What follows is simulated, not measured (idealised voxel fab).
process module | voxel spacer lines
cross-section cut | 180 nm wide | cells 5 nm
A cross-section is a grid of square cells, given in bands from the top down. A band is one or more rows of cells.
Each band's line starts with the height of the band's top and of its bottom, in nm. Then come its materials from left to right, each with its width in nm. One material with "throughout" fills the band from edge to edge. "air" is empty space.
Height 0 is the level under which the wafer as received is all one material. The lowest band goes on downwards, as in "0 down".
A width such as "30 to 40" changes by the same amount from each row of cells to the next, from the band's top row to its bottom row.
"no change" after a step means that no cell of the cross-section changed.
closed voids: empty space of 8 cells or more with no open way to the top, each as width x height at its distance from the left edge, in nm
after a step's settings: what the simulator itself notes on the step
overlay nm, on a step with a mask: how far to the right of its planned place the mask lay; to the left if negative
plan
1 op RECEIVE | material Si
2 op CONFORMAL_DEP | material Al2O3 | thk nm 5
3 op DIRECTIONAL_DEP | material polySi | thk nm 15
4 op DIRECTIONAL_DEP | material aC | thk nm 20
5 op PATTERN | tone cover | mask id MANDREL | material resist | width nm 20 | pitch nm 60 | thk nm 25 | overlay nm 0
6 op DIRECTIONAL_ETCH | etch materials aC | depth nm 20
7 op STRIP | etch materials resist
8 op CONFORMAL_DEP | material SiO2 | thk nm 10
9 op DIRECTIONAL_ETCH | etch materials SiO2 | depth nm 10
10 op STRIP | etch materials aC
11 op DIRECTIONAL_ETCH | etch materials polySi | depth nm 15
12 op STRIP | etch materials SiO2
as received, after step 1
  0 down: Si throughout
  closed voids: none
a wafer at the end: this start, this plan, one mistake
  25 to 10: air 40 | polySi 10 | air 20 | polySi 10 | air 20 | polySi 10 | air 20 | polySi 10 | air 40
  10 to 5: polySi throughout
  5 to 0: Al2O3 throughout
  0 down: Si throughout
  closed voids: none
what went wrong: step 3 ran as: op DIRECTIONAL_DEP | material polySi | thk nm 20
